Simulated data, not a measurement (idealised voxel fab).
process module | voxel transistor to metal
cross-section cut | 270 nm wide | cells 5 nm
A cross-section is a grid of square cells, given in bands from the top down. A band is one or more rows of cells.
Each band's line starts with the height of the band's top and of its bottom, in nm. Then come its materials from left to right, each with its width in nm. One material with "throughout" fills the band from edge to edge. "air" is empty space.
Height 0 is the level under which the wafer as received is all one material. The lowest band goes on downwards, as in "0 down".
A width such as "30 to 40" changes by the same amount from each row of cells to the next, from the band's top row to its bottom row.
"no change" after a step means that no cell of the cross-section changed.
closed voids: empty space of 8 cells or more with no open way to the top, each as width x height at its distance from the left edge, in nm
after a step's settings: what the simulator itself notes on the step
overlay nm, on a step with a mask: how far to the right of its planned place the mask lay; to the left if negative
plan
1 op RECEIVE | material Si
2 op CONFORMAL_DEP | material SiO2 | thk nm 5
3 op CONFORMAL_DEP | material SiN | thk nm 15
4 op DIRECTIONAL_DEP | material aC | thk nm 15
5 op PATTERN | tone cover | mask id ACTIVE | material resist | width nm 105 | pitch nm 135 | thk nm 30 | overlay nm 0
6 op DIRECTIONAL_ETCH | etch materials aC | depth nm 15
7 op STRIP | etch materials resist
8 op DIRECTIONAL_ETCH | etch materials SiN | depth nm 15
9 op DIRECTIONAL_ETCH | etch materials SiO2 | depth nm 5
10 op DIRECTIONAL_ETCH | etch materials Si | depth nm 25
11 op STRIP | etch materials aC
12 op OXIDIZE | depth nm 5
13 op FILL_DEP | material SiO2 | thk nm 5
14 op CMP | height nm 20
15 op SELECTIVE_ETCH | etch materials SiO2 | depth nm 5
16 op STRIP | etch materials SiN
17 op SELECTIVE_ETCH | etch materials SiO2 | depth nm 5
18 op OXIDIZE | depth nm 5
19 op DIRECTIONAL_DEP | material polySi | thk nm 20
20 op DIRECTIONAL_DEP | material SiCN | thk nm 10
21 op MASKED_ETCH | tone cover | mask id GATE | width nm 25 | pitch nm 135 | etch materials SiCN | depth nm 20 | overlay nm 0
22 op MASKED_ETCH | tone cover | mask id GATE | width nm 25 | pitch nm 135 | etch materials polySi | depth nm 30 | overlay nm 0
23 op CONFORMAL_DEP | material SiN | thk nm 5
24 op DIRECTIONAL_ETCH | etch materials SiN | depth nm 5
25 op DIRECTIONAL_ETCH | etch materials SiO2 | depth nm 5
26 op DIRECTIONAL_ETCH | etch materials Si | depth nm 10
27 op EPI | material pSi | thk nm 15
28 op FILL_DEP | material SiO2 | thk nm 10
29 op CMP | height nm 30
30 op DIRECTIONAL_DEP | material SiO2 | thk nm 10
31 op PATTERN | tone open | mask id CONTACT | material resist | width nm 25 | thk nm 20 | overlay nm -10
32 op DIRECTIONAL_ETCH | etch materials SiO2 | depth nm 40
33 op STRIP | etch materials resist
34 op CONFORMAL_DEP | material TiN | thk nm 5
35 op FILL_DEP | material Ru | thk nm 5
36 op CMP | height nm 40
37 op CONFORMAL_DEP | material SiN | thk nm 5
38 op DIRECTIONAL_DEP | material lowk | thk nm 25
39 op PATTERN | tone open | mask id METAL_1 | material resist | width nm 15 | thk nm 20 | overlay nm 0
40 op DIRECTIONAL_ETCH | etch materials lowk | depth nm 25
41 op DIRECTIONAL_ETCH | etch materials SiN | depth nm 5
42 op STRIP | etch materials resist
43 op CONFORMAL_DEP | material TiN | thk nm 5
44 op FILL_DEP | material Ru | thk nm 5
45 op CMP | height nm 70
46 op CONFORMAL_DEP | material SiCN | thk nm 5
varied across the wafers: overlay nm of step 31. The plan shows the first wafer's value. All wafers start alike
first wafer as received, after step 1
  0 down: Si throughout
  closed voids: none
first wafer at the end, after step 46
  75 to 70: SiCN throughout
  70 to 45: lowk 25 | TiN 5 | Ru 5 | TiN 5 | lowk 55 | TiN 5 | Ru 5 | TiN 5 | lowk 50 | TiN 5 | Ru 5 | TiN 5 | lowk 55 | TiN 5 | Ru 5 | TiN 5 | lowk 25
  45 to 40: SiN 25 | TiN 15 | SiN 55 | TiN 15 | SiN 50 | TiN 15 | SiN 55 | TiN 15 | SiN 25
  40 to 30: SiO2 15 | TiN 5 | Ru 15 | TiN 5 | SiO2 35 | TiN 5 to 15 | Ru 15 to 5 | TiN 5 | SiO2 50 | TiN 5 | Ru 15 | TiN 5 | SiO2 35 | TiN 5 to 15 | Ru 15 to 5 | TiN 5 | SiO2 35
  30 to 20: SiO2 15 | TiN 5 | Ru 15 | TiN 5 | SiO2 10 | SiN 5 | SiCN 25 | SiN 5 | TiN 5 | Ru 5 | TiN 5 | SiO2 50 | TiN 5 | Ru 15 | TiN 5 | SiO2 10 | SiN 5 | SiCN 25 | SiN 5 | TiN 5 | Ru 5 | TiN 5 | SiO2 35
  20 to 15: SiO2 15 | TiN 5 | Ru 15 | TiN 5 | SiO2 10 | SiN 5 | polySi 25 | SiN 5 | TiN 5 | Ru 5 | TiN 5 | SiO2 50 | TiN 5 | Ru 15 | TiN 5 | SiO2 10 | SiN 5 | polySi 25 | SiN 5 | TiN 5 | Ru 5 | TiN 5 | SiO2 35
  15 to 10: SiO2 15 | TiN 5 | Ru 10 | TiN 10 | SiO2 10 | SiN 5 | polySi 25 | SiN 5 | TiN 15 | SiO2 50 | TiN 5 | Ru 10 | TiN 10 | SiO2 10 | SiN 5 | polySi 25 | SiN 5 | TiN 15 | SiO2 35
  10 to 5: SiO2 10 | SiN 5 | TiN 5 | Ru 10 | TiN 5 | pSi 15 | SiN 5 | polySi 25 | SiN 5 | pSi 15 | SiO2 20 | SiN 5 | SiO2 20 | SiN 5 | TiN 5 | Ru 10 | TiN 5 | pSi 15 | SiN 5 | polySi 25 | SiN 5 | pSi 15 | SiO2 20 | SiN 5 | SiO2 10
  5 to 0: SiO2 10 | SiN 5 | TiN 20 | pSi 15 | SiN 5 | polySi 25 | SiN 5 | pSi 15 | SiO2 20 | SiN 5 | SiO2 20 | SiN 5 | TiN 20 | pSi 15 | SiN 5 | polySi 25 | SiN 5 | pSi 15 | SiO2 20 | SiN 5 | SiO2 10
  0 to -5: SiO2 15 | pSi 35 | SiO2 35 | pSi 35 | SiO2 30 | pSi 35 | SiO2 35 | pSi 35 | SiO2 15
  -5 to -15: SiO2 20 | pSi 30 | Si 35 | pSi 30 | SiO2 40 | pSi 30 | Si 35 | pSi 30 | SiO2 20
  -15 to -30: SiO2 20 | Si 95 | SiO2 40 | Si 95 | SiO2 20
  -30 down: Si throughout
  closed voids: none
last wafer at the end
  75 to 70: SiCN throughout
  70 to 45: lowk 25 | TiN 5 | Ru 5 | TiN 5 | lowk 55 | TiN 5 | Ru 5 | TiN 5 | lowk 50 | TiN 5 | Ru 5 | TiN 5 | lowk 55 | TiN 5 | Ru 5 | TiN 5 | lowk 25
  45 to 40: SiN 25 | TiN 15 | SiN 55 | TiN 15 | SiN 50 | TiN 15 | SiN 55 | TiN 15 | SiN 25
  40 to 30: SiO2 35 | TiN 5 | Ru 15 to 5 | TiN 5 to 15 | SiO2 35 | TiN 5 | Ru 15 | TiN 5 | SiO2 50 | TiN 5 | Ru 15 to 5 | TiN 5 to 15 | SiO2 35 | TiN 5 | Ru 15 | TiN 5 | SiO2 15
  30 to 20: SiO2 35 | TiN 5 | Ru 5 | TiN 5 | SiN 5 | SiCN 25 | SiN 5 | SiO2 10 | TiN 5 | Ru 15 | TiN 5 | SiO2 50 | TiN 5 | Ru 5 | TiN 5 | SiN 5 | SiCN 25 | SiN 5 | SiO2 10 | TiN 5 | Ru 15 | TiN 5 | SiO2 15
  20 to 15: SiO2 35 | TiN 5 | Ru 5 | TiN 5 | SiN 5 | polySi 25 | SiN 5 | SiO2 10 | TiN 5 | Ru 15 | TiN 5 | SiO2 50 | TiN 5 | Ru 5 | TiN 5 | SiN 5 | polySi 25 | SiN 5 | SiO2 10 | TiN 5 | Ru 15 | TiN 5 | SiO2 15
  15 to 10: SiO2 35 | TiN 15 | SiN 5 | polySi 25 | SiN 5 | SiO2 10 | TiN 10 | Ru 10 | TiN 5 | SiO2 50 | TiN 15 | SiN 5 | polySi 25 | SiN 5 | SiO2 10 | TiN 10 | Ru 10 | TiN 5 | SiO2 15
  10 to 5: SiO2 10 | SiN 5 | SiO2 20 | pSi 15 | SiN 5 | polySi 25 | SiN 5 | pSi 15 | TiN 5 | Ru 10 | TiN 5 | SiN 5 | SiO2 20 | SiN 5 | SiO2 20 | pSi 15 | SiN 5 | polySi 25 | SiN 5 | pSi 15 | TiN 5 | Ru 10 | TiN 5 | SiN 5 | SiO2 10
  5 to 0: SiO2 10 | SiN 5 | SiO2 20 | pSi 15 | SiN 5 | polySi 25 | SiN 5 | pSi 15 | TiN 20 | SiN 5 | SiO2 20 | SiN 5 | SiO2 20 | pSi 15 | SiN 5 | polySi 25 | SiN 5 | pSi 15 | TiN 20 | SiN 5 | SiO2 10
  0 to -5: SiO2 15 | pSi 35 | SiO2 35 | pSi 35 | SiO2 30 | pSi 35 | SiO2 35 | pSi 35 | SiO2 15
  -5 to -15: SiO2 20 | pSi 30 | Si 35 | pSi 30 | SiO2 40 | pSi 30 | Si 35 | pSi 30 | SiO2 20
  -15 to -30: SiO2 20 | Si 95 | SiO2 40 | Si 95 | SiO2 20
  -30 down: Si throughout
  closed voids: none
each wafer at the end: cells of each material gained (+) or lost (-) since it was received, then its closed voids
overlay nm -10 | +72 Ru | -182 Si | +74 SiCN | +74 SiN | +302 SiO2 | +120 TiN | +210 lowk | +100 pSi | +40 polySi | closed voids: none
overlay nm -5 | +76 Ru | -182 Si | +74 SiCN | +74 SiN | +294 SiO2 | +124 TiN | +210 lowk | +100 pSi | +40 polySi | closed voids: none
overlay nm 0 | +80 Ru | -182 Si | +74 SiCN | +74 SiN | +286 SiO2 | +128 TiN | +210 lowk | +100 pSi | +40 polySi | closed voids: none
overlay nm 5 | +76 Ru | -182 Si | +74 SiCN | +74 SiN | +294 SiO2 | +124 TiN | +210 lowk | +100 pSi | +40 polySi | closed voids: none
overlay nm 10 | +72 Ru | -182 Si | +74 SiCN | +74 SiN | +302 SiO2 | +120 TiN | +210 lowk | +100 pSi | +40 polySi | closed voids: none
